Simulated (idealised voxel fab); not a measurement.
Process module in this document: voxel transistor to metal
This is section cut - it's 195 nm across, gridded in 5 nm square cells.
Cross-section, as written here: a square-cell grid given band by band from the top down, where a band holds one or more rows of cells. The band entry comprises the height of the band's top followed by the height of its bottom, expressed in nm, and subsequently the band's materials from left to right, each stated together with its width in nm. Where a single material is marked with the word "everywhere", that material fills the band from edge to edge. The word "air" represents empty space. Heights are reckoned from 0. Under this level, the received wafer is all of one material. The bottommost band is open-ended downward, for example "top 0, no bottom". Top row gets the first number, bottom row gets the second, and each row in between changes by the same step: that is how a band width like "30 to 40" works. The cross-section has no changed cell in any step marked "nothing was modified". "Voids, enclosed" - sealed voids, min. 8 cells, no opening to top; format: width x height at distance (distance from left edge; nm throughout). If you see something after the settings on a step's line, that's the simulator's own remark about that step. overlay nm: step with mask; distance mask lay right of planned place; negative value = left of planned place. Reading key. Pairs: pre-step and post-step cross-section, one process step apart; post-step view only to lowest changed band. Step between + settings: beneath pair. Runs: pairs may be from different runs of this module, same starting wafer. Continuation from pair above: only where "Pre-process state" entry says.
PRE-PROCESS STATE
    top 0, no bottom | Si everywhere
    Voids, enclosed: none
POST-STEP SECTION VIEW
    top 0, bottom -5 | SiO2 everywhere
    At heights below -5, the structure remains unaltered.
    Voids, enclosed: none
The two cross-sections above bracket this step: op OXIDIZE | depth nm 5
Pre-process state: see preceding pair, after cross-section.
POST-STEP SECTION VIEW
    top 10, bottom 0 | SiN everywhere
    At heights below 0, the structure remains unaltered.
    Voids, enclosed: none
The two cross-sections above bracket this step: op CONFORMAL_DEP | material SiN | thk nm 10
Pre-process state: see preceding pair, after cross-section.
POST-STEP SECTION VIEW
    top 10, bottom 0 | 40 of air | 115 of SiN | 40 of air
    At heights below 0, the structure remains unaltered.
    Voids, enclosed: none
The two cross-sections above bracket this step: op MASKED_ETCH | tone cover | mask id ACTIVE | width nm 115 | etch materials SiN | depth nm 10 | overlay nm 0
Pre-process state: see preceding pair, after cross-section.
POST-STEP SECTION VIEW
    top 10, bottom 0 | 40 of air | 115 of SiN | 40 of air
    top 0, bottom -5 | 40 of air | 115 of SiO2 | 40 of air
    At heights below -5, the structure remains unaltered.
    Voids, enclosed: none
The two cross-sections above bracket this step: op MASKED_ETCH | tone cover | mask id ACTIVE | width nm 115 | etch materials SiO2 | depth nm 5 | overlay nm 0
Pre-process state: see preceding pair, after cross-section.
POST-STEP SECTION VIEW
    top 10, bottom 0 | 40 of air | 115 of SiN | 40 of air
    top 0, bottom -5 | 40 of air | 115 of SiO2 | 40 of air
    top -5, bottom -40 | 40 of air | 115 of Si | 40 of air
    At heights below -40, the structure remains unaltered.
    Voids, enclosed: none
The two cross-sections above bracket this step: op MASKED_ETCH | tone cover | mask id ACTIVE | width nm 115 | etch materials Si | depth nm 35 | overlay nm 0
Pre-process state: see preceding pair, after cross-section.
POST-STEP SECTION VIEW
    top 20, bottom 10 | SiO2 everywhere
    top 10, bottom 0 | 40 of SiO2 | 115 of SiN | 40 of SiO2
    top 0, bottom -5 | SiO2 everywhere
    top -5, bottom -40 | 40 of SiO2 | 115 of Si | 40 of SiO2
    At heights below -40, the structure remains unaltered.
    Voids, enclosed: none
The two cross-sections above bracket this step: op FILL_DEP | material SiO2 | thk nm 10
Pre-process state: see preceding pair, after cross-section.
POST-STEP SECTION VIEW
    top 10, bottom 0 | 40 of SiO2 | 115 of SiN | 40 of SiO2
    At heights below 0, the structure remains unaltered.
    Voids, enclosed: none
The two cross-sections above bracket this step: op CMP | height nm 10
Pre-process state: see preceding pair, after cross-section.
POST-STEP SECTION VIEW
    top 10, bottom 0 | 40 of air | 115 of SiN | 40 of air
    At heights below 0, the structure remains unaltered.
    Voids, enclosed: none
The two cross-sections above bracket this step: op SELECTIVE_ETCH | etch materials SiO2 | depth nm 10
Pre-process state: see preceding pair, after cross-section.
POST-STEP SECTION VIEW
    top 0, bottom -5 | SiO2 everywhere
    At heights below -5, the structure remains unaltered.
    Voids, enclosed: none
The two cross-sections above bracket this step: op STRIP | etch materials SiN
Pre-process state: see preceding pair, after cross-section.
POST-STEP SECTION VIEW
    top -5, bottom -40 | 40 of SiO2 | 115 of Si | 40 of SiO2
    At heights below -40, the structure remains unaltered.
    Voids, enclosed: none
The two cross-sections above bracket this step: op SELECTIVE_ETCH | etch materials SiO2 | depth nm 5
Pre-process state: see preceding pair, after cross-section.
POST-STEP SECTION VIEW
    top -5, bottom -10 | SiO2 everywhere
    At heights below -10, the structure remains unaltered.
    Voids, enclosed: none
The two cross-sections above bracket this step: op OXIDIZE | depth nm 5
Pre-process state: see preceding pair, after cross-section.
POST-STEP SECTION VIEW
    top 25, bottom -5 | polySi everywhere
    At heights below -5, the structure remains unaltered.
    Voids, enclosed: none
The two cross-sections above bracket this step: op DIRECTIONAL_DEP | material polySi | thk nm 30
Pre-process state: see preceding pair, after cross-section.
POST-STEP SECTION VIEW
    top 40, bottom 25 | SiCN everywhere
    At heights below 25, the structure remains unaltered.
    Voids, enclosed: none
The two cross-sections above bracket this step: op DIRECTIONAL_DEP | material SiCN | thk nm 15
Pre-process state: see preceding pair, after cross-section.
POST-STEP SECTION VIEW
    top 50, bottom 40 | aC everywhere
    At heights below 40, the structure remains unaltered.
    Voids, enclosed: none
The two cross-sections above bracket this step: op DIRECTIONAL_DEP | material aC | thk nm 10
Pre-process state: see preceding pair, after cross-section.
POST-STEP SECTION VIEW
    top 80, bottom 50 | 85 of air | 25 of resist | 85 of air
    At heights below 50, the structure remains unaltered.
    Voids, enclosed: none
The two cross-sections above bracket this step: op PATTERN | tone cover | mask id GATE | material resist | width nm 25 | thk nm 30 | overlay nm 0
Pre-process state: see preceding pair, after cross-section.
POST-STEP SECTION VIEW
    top 70, bottom 50 | 85 of air | 25 of resist | 85 of air
    top 50, bottom 40 | 85 of air | 25 of aC | 85 of air
    At heights below 40, the structure remains unaltered.
    Voids, enclosed: none
The two cross-sections above bracket this step: op DIRECTIONAL_ETCH | etch materials aC | depth nm 10
Pre-process state: see preceding pair, after cross-section.
POST-STEP SECTION VIEW
    top 50, bottom 40 | 85 of air | 25 of aC | 85 of air
    At heights below 40, the structure remains unaltered.
    Voids, enclosed: none
The two cross-sections above bracket this step: op STRIP | etch materials resist
Pre-process state: see preceding pair, after cross-section.
POST-STEP SECTION VIEW
    top 50, bottom 40 | 85 of air | 25 of aC | 85 of air
    top 40, bottom 25 | 85 of air | 25 of SiCN | 85 of air
    At heights below 25, the structure remains unaltered.
    Voids, enclosed: none
The two cross-sections above bracket this step: op DIRECTIONAL_ETCH | etch materials SiCN | depth nm 25
Pre-process state: see preceding pair, after cross-section.
POST-STEP SECTION VIEW
    top 50, bottom 40 | 85 of air | 25 of aC | 85 of air
    top 40, bottom 25 | 85 of air | 25 of SiCN | 85 of air
    top 25, bottom -5 | 85 of air | 25 of polySi | 85 of air
    At heights below -5, the structure remains unaltered.
    Voids, enclosed: none
The two cross-sections above bracket this step: op DIRECTIONAL_ETCH | etch materials polySi | depth nm 40
Pre-process state: see preceding pair, after cross-section.
POST-STEP SECTION VIEW
    top 40, bottom 25 | 85 of air | 25 of SiCN | 85 of air
    At heights below 25, the structure remains unaltered.
    Voids, enclosed: none
The two cross-sections above bracket this step: op STRIP | etch materials aC
Pre-process state: see preceding pair, after cross-section.
POST-STEP SECTION VIEW
    top 45, bottom 40 | 80 of air | 35 of SiO2 | 80 of air
    top 40, bottom 25 | 80 of air | 5 of SiO2 | 25 of SiCN | 5 of SiO2 | 80 of air
    top 25, bottom 0 | 80 of air | 5 of SiO2 | 25 of polySi | 5 of SiO2 | 80 of air
    top 0, bottom -5 | 85 of SiO2 | 25 of polySi | 85 of SiO2
    At heights below -5, the structure remains unaltered.
    Voids, enclosed: none
The two cross-sections above bracket this step: op CONFORMAL_DEP | material SiO2 | thk nm 5
Pre-process state: see preceding pair, after cross-section.
POST-STEP SECTION VIEW
    top 40, bottom 25 | 80 of air | 5 of SiO2 | 25 of SiCN | 5 of SiO2 | 80 of air
    top 25, bottom -5 | 80 of air | 5 of SiO2 | 25 of polySi | 5 of SiO2 | 80 of air
    At heights below -5, the structure remains unaltered.
    Voids, enclosed: none
The two cross-sections above bracket this step: op DIRECTIONAL_ETCH | etch materials SiO2 | depth nm 5
Pre-process state: see preceding pair, after cross-section.
POST-STEP SECTION VIEW
    top 45, bottom 40 | 75 of air | 45 of SiN | 75 of air
    top 40, bottom 25 | 75 of air | 5 of SiN | 5 of SiO2 | 25 of SiCN | 5 of SiO2 | 5 of SiN | 75 of air
    top 25, bottom 0 | 75 of air | 5 of SiN | 5 of SiO2 | 25 of polySi | 5 of SiO2 | 5 of SiN | 75 of air
    top 0, bottom -5 | 80 of SiN | 5 of SiO2 | 25 of polySi | 5 of SiO2 | 80 of SiN
    At heights below -5, the structure remains unaltered.
    Voids, enclosed: none
The two cross-sections above bracket this step: op CONFORMAL_DEP | material SiN | thk nm 5
Pre-process state: see preceding pair, after cross-section.
POST-STEP SECTION VIEW
    top 40, bottom 25 | 75 of air | 5 of SiN | 5 of SiO2 | 25 of SiCN | 5 of SiO2 | 5 of SiN | 75 of air
    top 25, bottom -5 | 75 of air | 5 of SiN | 5 of SiO2 | 25 of polySi | 5 of SiO2 | 5 of SiN | 75 of air
    At heights below -5, the structure remains unaltered.
    Voids, enclosed: none
The two cross-sections above bracket this step: op DIRECTIONAL_ETCH | etch materials SiN | depth nm 5
Pre-process state: see preceding pair, after cross-section.
POST-STEP SECTION VIEW
    top 40, bottom 35 | 75 of air | 5 of SiN | 5 of air | 25 of SiCN | 5 of air | 5 of SiN | 75 of air
    top 35, bottom 25 | 75 of air | 5 of SiN | 5 of SiO2 | 25 of SiCN | 5 of SiO2 | 5 of SiN | 75 of air
    top 25, bottom -5 | 75 of air | 5 of SiN | 5 of SiO2 | 25 of polySi | 5 of SiO2 | 5 of SiN | 75 of air
    top -5, bottom -10 | 75 of air | 45 of SiO2 | 75 of air
    At heights below -10, the structure remains unaltered.
    Voids, enclosed: none
The two cross-sections above bracket this step: op DIRECTIONAL_ETCH | etch materials SiO2 | depth nm 5
Pre-process state: see preceding pair, after cross-section.
POST-STEP SECTION VIEW
    top 40, bottom 35 | 75 of air | 5 of SiN | 5 of air | 25 of SiCN | 5 of air | 5 of SiN | 75 of air
    top 35, bottom 25 | 75 of air | 5 of SiN | 5 of SiO2 | 25 of SiCN | 5 of SiO2 | 5 of SiN | 75 of air
    top 25, bottom -5 | 75 of air | 5 of SiN | 5 of SiO2 | 25 of polySi | 5 of SiO2 | 5 of SiN | 75 of air
    top -5, bottom -10 | 35 of air | 40 of nSi | 45 of SiO2 | 40 of nSi | 35 of air
    At heights below -10, the structure remains unaltered.
    Voids, enclosed: none
The two cross-sections above bracket this step: op EPI | material nSi | thk nm 5
Pre-process state: see preceding pair, after cross-section.
POST-STEP SECTION VIEW
    top 50, bottom 40 | SiO2 everywhere
    top 40, bottom 25 | 75 of SiO2 | 5 of SiN | 5 of SiO2 | 25 of SiCN | 5 of SiO2 | 5 of SiN | 75 of SiO2
    top 25, bottom -5 | 75 of SiO2 | 5 of SiN | 5 of SiO2 | 25 of polySi | 5 of SiO2 | 5 of SiN | 75 of SiO2
    top -5, bottom -10 | 35 of SiO2 | 40 of nSi | 45 of SiO2 | 40 of nSi | 35 of SiO2
    At heights below -10, the structure remains unaltered.
    Voids, enclosed: none
The two cross-sections above bracket this step: op FILL_DEP | material SiO2 | thk nm 10
Pre-process state: see preceding pair, after cross-section.
POST-STEP SECTION VIEW
    top 40, bottom 25 | 75 of SiO2 | 5 of SiN | 5 of SiO2 | 25 of SiCN | 5 of SiO2 | 5 of SiN | 75 of SiO2
    At heights below 25, the structure remains unaltered.
    Voids, enclosed: none
The two cross-sections above bracket this step: op CMP | height nm 40
Pre-process state: see preceding pair, after cross-section.
POST-STEP SECTION VIEW
    top 50, bottom 40 | SiO2 everywhere
    At heights below 40, the structure remains unaltered.
    Voids, enclosed: none
The two cross-sections above bracket this step: op DIRECTIONAL_DEP | material SiO2 | thk nm 10
Pre-process state: see preceding pair, after cross-section.
POST-STEP SECTION VIEW
    top 65, bottom 50 | 50 of resist | 15 of air | 65 of resist | 15 of air | 50 of resist
    At heights below 50, the structure remains unaltered.
    Voids, enclosed: none
The two cross-sections above bracket this step: op PATTERN | tone open | mask id CONTACT | material resist | width nm 15 | pitch nm 80 | thk nm 15 | overlay nm 0
Pre-process state: see preceding pair, after cross-section.
POST-STEP SECTION VIEW
    top 65, bottom 50 | 50 of resist | 15 of air | 65 of resist | 15 of air | 50 of resist
    top 50, bottom 40 | 50 of SiO2 | 15 of air | 65 of SiO2 | 15 of air | 50 of SiO2
    top 40, bottom 25 | 50 of SiO2 | 15 of air | 10 of SiO2 | 5 of SiN | 5 of SiO2 | 25 of SiCN | 5 of SiO2 | 5 of SiN | 10 of SiO2 | 15 of air | 50 of SiO2
    top 25, bottom -5 | 50 of SiO2 | 15 of air | 10 of SiO2 | 5 of SiN | 5 of SiO2 | 25 of polySi | 5 of SiO2 | 5 of SiN | 10 of SiO2 | 15 of air | 50 of SiO2
    At heights below -5, the structure remains unaltered.
    Voids, enclosed: none
The two cross-sections above bracket this step: op DIRECTIONAL_ETCH | etch materials SiO2 | depth nm 55
Pre-process state: see preceding pair, after cross-section.
POST-STEP SECTION VIEW
    top 50, bottom 40 | 50 of SiO2 | 15 of air | 65 of SiO2 | 15 of air | 50 of SiO2
    At heights below 40, the structure remains unaltered.
    Voids, enclosed: none
The two cross-sections above bracket this step: op STRIP | etch materials resist
Pre-process state: see preceding pair, after cross-section.
POST-STEP SECTION VIEW
    top 55, bottom 50 | 55 of TiN | 5 of air | 75 of TiN | 5 of air | 55 of TiN
    top 50, bottom 40 | 50 of SiO2 | 5 of TiN | 5 of air | 5 of TiN | 65 of SiO2 | 5 of TiN | 5 of air | 5 of TiN | 50 of SiO2
    top 40, bottom 25 | 50 of SiO2 | 5 of TiN | 5 of air | 5 of TiN | 10 of SiO2 | 5 of SiN | 5 of SiO2 | 25 of SiCN | 5 of SiO2 | 5 of SiN | 10 of SiO2 | 5 of TiN | 5 of air | 5 of TiN | 50 of SiO2
    top 25, bottom 0 | 50 of SiO2 | 5 of TiN | 5 of air | 5 of TiN | 10 of SiO2 | 5 of SiN | 5 of SiO2 | 25 of polySi | 5 of SiO2 | 5 of SiN | 10 of SiO2 | 5 of TiN | 5 of air | 5 of TiN | 50 of SiO2
    top 0, bottom -5 | 50 of SiO2 | 15 of TiN | 10 of SiO2 | 5 of SiN | 5 of SiO2 | 25 of polySi | 5 of SiO2 | 5 of SiN | 10 of SiO2 | 15 of TiN | 50 of SiO2
    At heights below -5, the structure remains unaltered.
    Voids, enclosed: none
The two cross-sections above bracket this step: op CONFORMAL_DEP | material TiN | thk nm 5
Pre-process state: see preceding pair, after cross-section.
POST-STEP SECTION VIEW
    top 65, bottom 55 | Ru everywhere
    top 55, bottom 50 | 55 of TiN | 5 of Ru | 75 of TiN | 5 of Ru | 55 of TiN
    top 50, bottom 40 | 50 of SiO2 | 5 of TiN | 5 of Ru | 5 of TiN | 65 of SiO2 | 5 of TiN | 5 of Ru | 5 of TiN | 50 of SiO2
    top 40, bottom 25 | 50 of SiO2 | 5 of TiN | 5 of Ru | 5 of TiN | 10 of SiO2 | 5 of SiN | 5 of SiO2 | 25 of SiCN | 5 of SiO2 | 5 of SiN | 10 of SiO2 | 5 of TiN | 5 of Ru | 5 of TiN | 50 of SiO2
    top 25, bottom 0 | 50 of SiO2 | 5 of TiN | 5 of Ru | 5 of TiN | 10 of SiO2 | 5 of SiN | 5 of SiO2 | 25 of polySi | 5 of SiO2 | 5 of SiN | 10 of SiO2 | 5 of TiN | 5 of Ru | 5 of TiN | 50 of SiO2
    At heights below 0, the structure remains unaltered.
    Voids, enclosed: none
The two cross-sections above bracket this step: op FILL_DEP | material Ru | thk nm 10
Pre-process state: see preceding pair, after cross-section.
POST-STEP SECTION VIEW
    top 50, bottom 40 | 50 of SiO2 | 5 of TiN | 5 of Ru | 5 of TiN | 65 of SiO2 | 5 of TiN | 5 of Ru | 5 of TiN | 50 of SiO2
    At heights below 40, the structure remains unaltered.
    Voids, enclosed: none
The two cross-sections above bracket this step: op CMP | height nm 50
Pre-process state: see preceding pair, after cross-section.
POST-STEP SECTION VIEW
    top 55, bottom 50 | SiN everywhere
    At heights below 50, the structure remains unaltered.
    Voids, enclosed: none
The two cross-sections above bracket this step: op CONFORMAL_DEP | material SiN | thk nm 5
Pre-process state: see preceding pair, after cross-section.
POST-STEP SECTION VIEW
    top 75, bottom 55 | SiO2 everywhere
    At heights below 55, the structure remains unaltered.
    Voids, enclosed: none
The two cross-sections above bracket this step: op DIRECTIONAL_DEP | material SiO2 | thk nm 20
Pre-process state: see preceding pair, after cross-section.
POST-STEP SECTION VIEW
    top 90, bottom 75 | aC everywhere
    At heights below 75, the structure remains unaltered.
    Voids, enclosed: none
The two cross-sections above bracket this step: op DIRECTIONAL_DEP | material aC | thk nm 15
Pre-process state: see preceding pair, after cross-section.
POST-STEP SECTION VIEW
    top 125, bottom 90 | 50 of resist | 15 of air | 65 of resist | 15 of air | 50 of resist
    At heights below 90, the structure remains unaltered.
    Voids, enclosed: none
The two cross-sections above bracket this step: op PATTERN | tone open | mask id METAL_1 | material resist | width nm 15 | pitch nm 80 | thk nm 35 | overlay nm 0
Pre-process state: see preceding pair, after cross-section.
POST-STEP SECTION VIEW
    top 110, bottom 90 | 50 of resist | 15 of air | 65 of resist | 15 of air | 50 of resist
    top 90, bottom 75 | 50 of aC | 15 of air | 65 of aC | 15 of air | 50 of aC
    At heights below 75, the structure remains unaltered.
    Voids, enclosed: none
The two cross-sections above bracket this step: op DIRECTIONAL_ETCH | etch materials aC | depth nm 15
Pre-process state: see preceding pair, after cross-section.
POST-STEP SECTION VIEW
    top 90, bottom 75 | 50 of aC | 15 of air | 65 of aC | 15 of air | 50 of aC
    At heights below 75, the structure remains unaltered.
    Voids, enclosed: none
The two cross-sections above bracket this step: op STRIP | etch materials resist
Pre-process state: see preceding pair, after cross-section.
POST-STEP SECTION VIEW
    top 90, bottom 75 | 50 of aC | 15 of air | 65 of aC | 15 of air | 50 of aC
    top 75, bottom 55 | 50 of SiO2 | 15 of air | 65 of SiO2 | 15 of air | 50 of SiO2
    At heights below 55, the structure remains unaltered.
    Voids, enclosed: none
The two cross-sections above bracket this step: op DIRECTIONAL_ETCH | etch materials SiO2 | depth nm 20
Pre-process state: see preceding pair, after cross-section.
POST-STEP SECTION VIEW
    top 90, bottom 75 | 50 of aC | 15 of air | 65 of aC | 15 of air | 50 of aC
    top 75, bottom 55 | 50 of SiO2 | 15 of air | 65 of SiO2 | 15 of air | 50 of SiO2
    top 55, bottom 50 | 50 of SiN | 15 of air | 65 of SiN | 15 of air | 50 of SiN
    At heights below 50, the structure remains unaltered.
    Voids, enclosed: none
The two cross-sections above bracket this step: op DIRECTIONAL_ETCH | etch materials SiN | depth nm 5
Pre-process state: see preceding pair, after cross-section.
POST-STEP SECTION VIEW
    top 75, bottom 55 | 50 of SiO2 | 15 of air | 65 of SiO2 | 15 of air | 50 of SiO2
    At heights below 55, the structure remains unaltered.
    Voids, enclosed: none
The two cross-sections above bracket this step: op STRIP | etch materials aC
Pre-process state: see preceding pair, after cross-section.
POST-STEP SECTION VIEW
    top 80, bottom 75 | 55 of TiN | 5 of air | 75 of TiN | 5 of air | 55 of TiN
    top 75, bottom 55 | 50 of SiO2 | 5 of TiN | 5 of air | 5 of TiN | 65 of SiO2 | 5 of TiN | 5 of air | 5 of TiN | 50 of SiO2
    top 55, bottom 50 | 50 of SiN | 15 of TiN | 65 of SiN | 15 of TiN | 50 of SiN
    At heights below 50, the structure remains unaltered.
    Voids, enclosed: none
The two cross-sections above bracket this step: op CONFORMAL_DEP | material TiN | thk nm 5
Pre-process state: see preceding pair, after cross-section.
POST-STEP SECTION VIEW
    top 90, bottom 80 | Cu everywhere
    top 80, bottom 75 | 55 of TiN | 5 of Cu | 75 of TiN | 5 of Cu | 55 of TiN
    top 75, bottom 55 | 50 of SiO2 | 5 of TiN | 5 of Cu | 5 of TiN | 65 of SiO2 | 5 of TiN | 5 of Cu | 5 of TiN | 50 of SiO2
    At heights below 55, the structure remains unaltered.
    Voids, enclosed: none
The two cross-sections above bracket this step: op FILL_DEP | material Cu | thk nm 10
Pre-process state: see preceding pair, after cross-section.
POST-STEP SECTION VIEW
    top 75, bottom 55 | 50 of SiO2 | 5 of TiN | 5 of Cu | 5 of TiN | 65 of SiO2 | 5 of TiN | 5 of Cu | 5 of TiN | 50 of SiO2
    At heights below 55, the structure remains unaltered.
    Voids, enclosed: none
The two cross-sections above bracket this step: op CMP | height nm 75
Pre-process state: see preceding pair, after cross-section.
POST-STEP SECTION VIEW
    top 80, bottom 75 | SiCN everywhere
    At heights below 75, the structure remains unaltered.
    Voids, enclosed: none
The two cross-sections above bracket this step: op CONFORMAL_DEP | material SiCN | thk nm 5
PRE-PROCESS STATE
    top 90, bottom 80 | Cu everywhere
    top 80, bottom 75 | 55 of TiN | 5 of Cu | 75 of TiN | 5 of Cu | 55 of TiN
    top 75, bottom 55 | 50 of SiO2 | 5 of TiN | 5 of Cu | 5 of TiN | 65 of SiO2 | 5 of TiN | 5 of Cu | 5 of TiN | 50 of SiO2
    top 55, bottom 50 | 50 of SiN | 15 of TiN | 65 of SiN | 15 of TiN | 50 of SiN
    top 50, bottom 40 | 50 of SiO2 | 5 of TiN | 5 of Ru | 5 of TiN | 65 of SiO2 | 5 of TiN | 5 of Ru | 5 of TiN | 50 of SiO2
    top 40, bottom 25 | 50 of SiO2 | 5 of TiN | 5 of Ru | 5 of TiN | 10 of SiO2 | 5 of SiN | 5 of SiO2 | 25 of SiCN | 5 of SiO2 | 5 of SiN | 10 of SiO2 | 5 of TiN | 5 of Ru | 5 of TiN | 50 of SiO2
    top 25, bottom 0 | 50 of SiO2 | 5 of TiN | 5 of Ru | 5 of TiN | 10 of SiO2 | 5 of SiN | 5 of SiO2 | 25 of polySi | 5 of SiO2 | 5 of SiN | 10 of SiO2 | 5 of TiN | 5 of Ru | 5 of TiN | 50 of SiO2
    top 0, bottom -5 | 50 of SiO2 | 15 of TiN | 10 of SiO2 | 5 of SiN | 5 of SiO2 | 25 of polySi | 5 of SiO2 | 5 of SiN | 10 of SiO2 | 15 of TiN | 50 of SiO2
    top -5, bottom -10 | 35 of SiO2 | 40 of nSi | 45 of SiO2 | 40 of nSi | 35 of SiO2
    top -10, bottom -40 | 40 of SiO2 | 115 of Si | 40 of SiO2
    top -40, no bottom | Si everywhere
    Voids, enclosed: none
POST-STEP SECTION VIEW
    top 95, bottom 90 | SiCN everywhere
    At heights below 90, the structure remains unaltered.
    Voids, enclosed: none
The two cross-sections above bracket this step: op CONFORMAL_DEP | material SiCN | thk nm 5
PRE-PROCESS STATE
    top 40, bottom 25 | SiCN everywhere
    top 25, bottom -5 | polySi everywhere
    top -5, bottom -10 | SiO2 everywhere
    top -10, bottom -40 | 40 of SiO2 | 115 of Si | 40 of SiO2
    top -40, no bottom | Si everywhere
    Voids, enclosed: none
POST-STEP SECTION VIEW
    top 55, bottom 25 | SiCN everywhere
    At heights below 25, the structure remains unaltered.
    Voids, enclosed: none
The two cross-sections above bracket this step: op DIRECTIONAL_DEP | material SiCN | thk nm 15
Pre-process state: see preceding pair, after cross-section.
POST-STEP SECTION VIEW
    top 65, bottom 55 | aC everywhere
    At heights below 55, the structure remains unaltered.
    Voids, enclosed: none
The two cross-sections above bracket this step: op DIRECTIONAL_DEP | material aC | thk nm 10
Pre-process state: see preceding pair, after cross-section.
POST-STEP SECTION VIEW
    top 95, bottom 65 | 85 of air | 25 of resist | 85 of air
    At heights below 65, the structure remains unaltered.
    Voids, enclosed: none
The two cross-sections above bracket this step: op PATTERN | tone cover | mask id GATE | material resist | width nm 25 | thk nm 30 | overlay nm 0
Pre-process state: see preceding pair, after cross-section.
POST-STEP SECTION VIEW
    top 85, bottom 65 | 85 of air | 25 of resist | 85 of air
    top 65, bottom 55 | 85 of air | 25 of aC | 85 of air
    At heights below 55, the structure remains unaltered.
    Voids, enclosed: none
The two cross-sections above bracket this step: op DIRECTIONAL_ETCH | etch materials aC | depth nm 10
Pre-process state: see preceding pair, after cross-section.
POST-STEP SECTION VIEW
    top 65, bottom 55 | 85 of air | 25 of aC | 85 of air
    At heights below 55, the structure remains unaltered.
    Voids, enclosed: none
The two cross-sections above bracket this step: op STRIP | etch materials resist
Pre-process state: see preceding pair, after cross-section.
POST-STEP SECTION VIEW
    top 65, bottom 55 | 85 of air | 25 of aC | 85 of air
    top 55, bottom 30 | 85 of air | 25 of SiCN | 85 of air
    At heights below 30, the structure remains unaltered.
    Voids, enclosed: none
The two cross-sections above bracket this step: op DIRECTIONAL_ETCH | etch materials SiCN | depth nm 25
Pre-process state: see preceding pair, after cross-section.
POST-STEP SECTION VIEW
    top 55, bottom 30 | 85 of air | 25 of SiCN | 85 of air
    At heights below 30, the structure remains unaltered.
    Voids, enclosed: none
The two cross-sections above bracket this step: op STRIP | etch materials aC
Pre-process state: see preceding pair, after cross-section.
POST-STEP SECTION VIEW
    top 60, bottom 55 | 80 of air | 35 of SiO2 | 80 of air
    top 55, bottom 35 | 80 of air | 5 of SiO2 | 25 of SiCN | 5 of SiO2 | 80 of air
    top 35, bottom 30 | 85 of SiO2 | 25 of SiCN | 85 of SiO2
    At heights below 30, the structure remains unaltered.
    Voids, enclosed: none
The two cross-sections above bracket this step: op CONFORMAL_DEP | material SiO2 | thk nm 5
Pre-process state: see preceding pair, after cross-section.
POST-STEP SECTION VIEW
    top 55, bottom 30 | 80 of air | 5 of SiO2 | 25 of SiCN | 5 of SiO2 | 80 of air
    At heights below 30, the structure remains unaltered.
    Voids, enclosed: none
The two cross-sections above bracket this step: op DIRECTIONAL_ETCH | etch materials SiO2 | depth nm 5
Pre-process state: see preceding pair, after cross-section.
POST-STEP SECTION VIEW
    top 60, bottom 55 | 75 of air | 45 of SiN | 75 of air
    top 55, bottom 35 | 75 of air | 5 of SiN | 5 of SiO2 | 25 of SiCN | 5 of SiO2 | 5 of SiN | 75 of air
    top 35, bottom 30 | 80 of SiN | 5 of SiO2 | 25 of SiCN | 5 of SiO2 | 80 of SiN
    At heights below 30, the structure remains unaltered.
    Voids, enclosed: none
The two cross-sections above bracket this step: op CONFORMAL_DEP | material SiN | thk nm 5
Pre-process state: see preceding pair, after cross-section.
POST-STEP SECTION VIEW
    top 55, bottom 30 | 75 of air | 5 of SiN | 5 of SiO2 | 25 of SiCN | 5 of SiO2 | 5 of SiN | 75 of air
    At heights below 30, the structure remains unaltered.
    Voids, enclosed: none
The two cross-sections above bracket this step: op DIRECTIONAL_ETCH | etch materials SiN | depth nm 5
Pre-process state: see preceding pair, after cross-section.
POST-STEP SECTION VIEW
    top 55, bottom 50 | 75 of air | 5 of SiN | 5 of air | 25 of SiCN | 5 of air | 5 of SiN | 75 of air
    At heights below 50, the structure remains unaltered.
    Voids, enclosed: none
The two cross-sections above bracket this step: op DIRECTIONAL_ETCH | etch materials SiO2 | depth nm 5
Pre-process state: see preceding pair, after cross-section.
POST-STEP SECTION VIEW
    top 65, bottom 55 | SiO2 everywhere
    top 55, bottom 30 | 75 of SiO2 | 5 of SiN | 5 of SiO2 | 25 of SiCN | 5 of SiO2 | 5 of SiN | 75 of SiO2
    At heights below 30, the structure remains unaltered.
    Voids, enclosed: none
The two cross-sections above bracket this step: op FILL_DEP | material SiO2 | thk nm 10
Pre-process state: see preceding pair, after cross-section.
POST-STEP SECTION VIEW
    top 40, bottom 30 | 75 of SiO2 | 5 of SiN | 5 of SiO2 | 25 of SiCN | 5 of SiO2 | 5 of SiN | 75 of SiO2
    At heights below 30, the structure remains unaltered.
    Voids, enclosed: none
The two cross-sections above bracket this step: op CMP | height nm 40
Pre-process state: see preceding pair, after cross-section.
POST-STEP SECTION VIEW
    top 50, bottom 40 | SiO2 everywhere
    At heights below 40, the structure remains unaltered.
    Voids, enclosed: none
The two cross-sections above bracket this step: op DIRECTIONAL_DEP | material SiO2 | thk nm 10
Pre-process state: see preceding pair, after cross-section.
POST-STEP SECTION VIEW
    top 65, bottom 50 | 50 of resist | 15 of air | 65 of resist | 15 of air | 50 of resist
    At heights below 50, the structure remains unaltered.
    Voids, enclosed: none
The two cross-sections above bracket this step: op PATTERN | tone open | mask id CONTACT | material resist | width nm 15 | pitch nm 80 | thk nm 15 | overlay nm 0
Pre-process state: see preceding pair, after cross-section.
POST-STEP SECTION VIEW
    top 65, bottom 50 | 50 of resist | 15 of air | 65 of resist | 15 of air | 50 of resist
    top 50, bottom 40 | 50 of SiO2 | 15 of air | 65 of SiO2 | 15 of air | 50 of SiO2
    top 40, bottom 30 | 50 of SiO2 | 15 of air | 10 of SiO2 | 5 of SiN | 5 of SiO2 | 25 of SiCN | 5 of SiO2 | 5 of SiN | 10 of SiO2 | 15 of air | 50 of SiO2
    At heights below 30, the structure remains unaltered.
    Voids, enclosed: none
The two cross-sections above bracket this step: op DIRECTIONAL_ETCH | etch materials SiO2 | depth nm 55
Pre-process state: see preceding pair, after cross-section.
POST-STEP SECTION VIEW
    top 50, bottom 40 | 50 of SiO2 | 15 of air | 65 of SiO2 | 15 of air | 50 of SiO2
    At heights below 40, the structure remains unaltered.
    Voids, enclosed: none
The two cross-sections above bracket this step: op STRIP | etch materials resist
